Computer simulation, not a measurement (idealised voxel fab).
process module | voxel self aligned vias
cross-section cut | 205 nm wide | cells 5 nm
A cross-section is a grid of square cells, given in bands from the top down. A band is one or more rows of cells.
Each band's line starts with the height of the band's top and of its bottom, in nm. Then come its materials from left to right, each with its width in nm. One material with "throughout" fills the band from edge to edge. "air" is empty space.
Height 0 is the level under which the wafer as received is all one material. The lowest band goes on downwards, as in "0 down".
A width such as "30 to 40" changes by the same amount from each row of cells to the next, from the band's top row to its bottom row.
"no change" after a step means that no cell of the cross-section changed.
closed voids: empty space of 8 cells or more with no open way to the top, each as width x height at its distance from the left edge, in nm
after a step's settings: what the simulator itself notes on the step
overlay nm, on a step with a mask: how far to the right of its planned place the mask lay; to the left if negative
plan
1 op RECEIVE | material Si
2 op CONFORMAL_DEP | material SiO2 | thk nm 10
3 op CONFORMAL_DEP | material SiCN | thk nm 5
4 op DIRECTIONAL_DEP | material lowk | thk nm 30
5 op MASKED_ETCH | tone open | mask id LINES | width nm 20 | pitch nm 65 | etch materials lowk | depth nm 30 | overlay nm 0
6 op CONFORMAL_DEP | material TiN | thk nm 5
7 op FILL_DEP | material W | thk nm 5
8 op CMP | height nm 45
9 op SELECTIVE_ETCH | etch materials W Ru TiN | depth nm 5
10 op FILL_DEP | material SiN | thk nm 5
11 op CMP | height nm 45
12 op DIRECTIONAL_DEP | material lowk | thk nm 15
13 op PATTERN | tone open | mask id VIAS | material resist | width nm 40 | pitch nm 65 | thk nm 20 | overlay nm 0
14 op DIRECTIONAL_ETCH | etch materials lowk | depth nm 15
15 op DIRECTIONAL_ETCH | etch materials SiN | depth nm 5
16 op STRIP | etch materials resist
17 op CONFORMAL_DEP | material TiN | thk nm 5
18 op FILL_DEP | material Cu | thk nm 10
19 op CMP | height nm 60
20 op CONFORMAL_DEP | material SiCN | thk nm 5
first wafer, as planned
as received, after step 1
  0 down: Si throughout
  closed voids: none
after step 2
  10 to 0: SiO2 throughout
  below 0: unchanged
after step 3
  15 to 10: SiCN throughout
  below 10: unchanged
after step 4
  45 to 15: lowk throughout
  below 15: unchanged
after step 5
  45 to 15: lowk 25 | air 20 | lowk 45 | air 20 | lowk 45 | air 20 | lowk 30
  below 15: unchanged
after step 6
  50 to 45: TiN 30 | air 10 | TiN 55 | air 10 | TiN 55 | air 10 | TiN 35
  45 to 20: lowk 25 | TiN 5 | air 10 | TiN 5 | lowk 45 | TiN 5 | air 10 | TiN 5 | lowk 45 | TiN 5 | air 10 | TiN 5 | lowk 30
  20 to 15: lowk 25 | TiN 20 | lowk 45 | TiN 20 | lowk 45 | TiN 20 | lowk 30
  below 15: unchanged
after step 7
  55 to 50: W throughout
  50 to 45: TiN 30 | W 10 | TiN 55 | W 10 | TiN 55 | W 10 | TiN 35
  45 to 20: lowk 25 | TiN 5 | W 10 | TiN 5 | lowk 45 | TiN 5 | W 10 | TiN 5 | lowk 45 | TiN 5 | W 10 | TiN 5 | lowk 30
  below 20: unchanged
after step 8
  45 to 20: lowk 25 | TiN 5 | W 10 | TiN 5 | lowk 45 | TiN 5 | W 10 | TiN 5 | lowk 45 | TiN 5 | W 10 | TiN 5 | lowk 30
  below 20: unchanged
after step 9
  45 to 40: lowk 25 | air 20 | lowk 45 | air 20 | lowk 45 | air 20 | lowk 30
  below 40: unchanged
after step 10
  50 to 45: SiN throughout
  45 to 40: lowk 25 | SiN 20 | lowk 45 | SiN 20 | lowk 45 | SiN 20 | lowk 30
  below 40: unchanged
after step 11
  45 to 40: lowk 25 | SiN 20 | lowk 45 | SiN 20 | lowk 45 | SiN 20 | lowk 30
  below 40: unchanged
after step 12
  60 to 45: lowk throughout
  below 45: unchanged
after step 13
  80 to 60: resist 15 | air 40 | resist 25 | air 40 | resist 25 | air 40 | resist 20
  below 60: unchanged
after step 14
  80 to 60: resist 15 | air 40 | resist 25 | air 40 | resist 25 | air 40 | resist 20
  60 to 45: lowk 15 | air 40 | lowk 25 | air 40 | lowk 25 | air 40 | lowk 20
  below 45: unchanged
after step 15
  80 to 60: resist 15 | air 40 | resist 25 | air 40 | resist 25 | air 40 | resist 20
  60 to 45: lowk 15 | air 40 | lowk 25 | air 40 | lowk 25 | air 40 | lowk 20
  45 to 40: lowk 25 | air 20 | lowk 45 | air 20 | lowk 45 | air 20 | lowk 30
  below 40: unchanged
after step 16
  60 to 45: lowk 15 | air 40 | lowk 25 | air 40 | lowk 25 | air 40 | lowk 20
  below 45: unchanged
after step 17
  65 to 60: TiN 20 | air 30 | TiN 35 | air 30 | TiN 35 | air 30 | TiN 25
  60 to 50: lowk 15 | TiN 5 | air 30 | TiN 5 | lowk 25 | TiN 5 | air 30 | TiN 5 | lowk 25 | TiN 5 | air 30 | TiN 5 | lowk 20
  50 to 45: lowk 15 | TiN 15 | air 10 | TiN 15 | lowk 25 | TiN 15 | air 10 | TiN 15 | lowk 25 | TiN 15 | air 10 | TiN 15 | lowk 20
  45 to 40: lowk 25 | TiN 20 | lowk 45 | TiN 20 | lowk 45 | TiN 20 | lowk 30
  below 40: unchanged
after step 18
  75 to 65: Cu throughout
  65 to 60: TiN 20 | Cu 30 | TiN 35 | Cu 30 | TiN 35 | Cu 30 | TiN 25
  60 to 50: lowk 15 | TiN 5 | Cu 30 | TiN 5 | lowk 25 | TiN 5 | Cu 30 | TiN 5 | lowk 25 | TiN 5 | Cu 30 | TiN 5 | lowk 20
  50 to 45: lowk 15 | TiN 15 | Cu 10 | TiN 15 | lowk 25 | TiN 15 | Cu 10 | TiN 15 | lowk 25 | TiN 15 | Cu 10 | TiN 15 | lowk 20
  below 45: unchanged
after step 19
  60 to 50: lowk 15 | TiN 5 | Cu 30 | TiN 5 | lowk 25 | TiN 5 | Cu 30 | TiN 5 | lowk 25 | TiN 5 | Cu 30 | TiN 5 | lowk 20
  below 50: unchanged
after step 20
  65 to 60: SiCN throughout
  below 60: unchanged
second wafer: like start, like plan, one mistake. Through step 1 it matches the first wafer
when step 2 should have ended: no change
when step 3 should have ended
  5 to 0: SiCN throughout
  below 0: unchanged
when step 4 should have ended
  35 to 5: lowk throughout
  below 5: unchanged
when step 5 should have ended
  35 to 5: lowk 25 | air 20 | lowk 45 | air 20 | lowk 45 | air 20 | lowk 30
  below 5: unchanged
when step 6 should have ended
  40 to 35: TiN 30 | air 10 | TiN 55 | air 10 | TiN 55 | air 10 | TiN 35
  35 to 10: lowk 25 | TiN 5 | air 10 | TiN 5 | lowk 45 | TiN 5 | air 10 | TiN 5 | lowk 45 | TiN 5 | air 10 | TiN 5 | lowk 30
  10 to 5: lowk 25 | TiN 20 | lowk 45 | TiN 20 | lowk 45 | TiN 20 | lowk 30
  below 5: unchanged
when step 7 should have ended
  45 to 40: W throughout
  40 to 35: TiN 30 | W 10 | TiN 55 | W 10 | TiN 55 | W 10 | TiN 35
  35 to 10: lowk 25 | TiN 5 | W 10 | TiN 5 | lowk 45 | TiN 5 | W 10 | TiN 5 | lowk 45 | TiN 5 | W 10 | TiN 5 | lowk 30
  below 10: unchanged
when step 8 should have ended: no change
when step 9 should have ended
  40 to 35: TiN 30 | W 10 | TiN 55 | W 10 | TiN 55 | W 10 | TiN 35
  below 35: unchanged
when step 10 should have ended
  45 to 40: SiN throughout
  below 40: unchanged
when step 11 should have ended: no change
when step 12 should have ended
  60 to 45: lowk throughout
  below 45: unchanged
when step 13 should have ended
  80 to 60: resist 15 | air 40 | resist 25 | air 40 | resist 25 | air 40 | resist 20
  below 60: unchanged
when step 14 should have ended
  80 to 60: resist 15 | air 40 | resist 25 | air 40 | resist 25 | air 40 | resist 20
  60 to 45: lowk 15 | air 40 | lowk 25 | air 40 | lowk 25 | air 40 | lowk 20
  below 45: unchanged
when step 15 should have ended
  80 to 60: resist 15 | air 40 | resist 25 | air 40 | resist 25 | air 40 | resist 20
  60 to 45: lowk 15 | air 40 | lowk 25 | air 40 | lowk 25 | air 40 | lowk 20
  45 to 40: SiN 15 | air 40 | SiN 25 | air 40 | SiN 25 | air 40 | SiN 20
  below 40: unchanged
when step 16 should have ended
  60 to 45: lowk 15 | air 40 | lowk 25 | air 40 | lowk 25 | air 40 | lowk 20
  below 45: unchanged
when step 17 should have ended
  65 to 60: TiN 20 | air 30 | TiN 35 | air 30 | TiN 35 | air 30 | TiN 25
  60 to 45: lowk 15 | TiN 5 | air 30 | TiN 5 | lowk 25 | TiN 5 | air 30 | TiN 5 | lowk 25 | TiN 5 | air 30 | TiN 5 | lowk 20
  45 to 40: SiN 15 | TiN 40 | SiN 25 | TiN 40 | SiN 25 | TiN 40 | SiN 20
  below 40: unchanged
when step 18 should have ended
  75 to 65: Cu throughout
  65 to 60: TiN 20 | Cu 30 | TiN 35 | Cu 30 | TiN 35 | Cu 30 | TiN 25
  60 to 45: lowk 15 | TiN 5 | Cu 30 | TiN 5 | lowk 25 | TiN 5 | Cu 30 | TiN 5 | lowk 25 | TiN 5 | Cu 30 | TiN 5 | lowk 20
  below 45: unchanged
when step 19 should have ended
  60 to 45: lowk 15 | TiN 5 | Cu 30 | TiN 5 | lowk 25 | TiN 5 | Cu 30 | TiN 5 | lowk 25 | TiN 5 | Cu 30 | TiN 5 | lowk 20
  below 45: unchanged
when step 20 should have ended
  65 to 60: SiCN throughout
  below 60: unchanged
what went wrong: step 2 was left out
at the end the second wafer has, in cells: 12 more of Cu | 17 more of SiN | 82 fewer of SiO2 | 41 more of TiN | 12 more of W
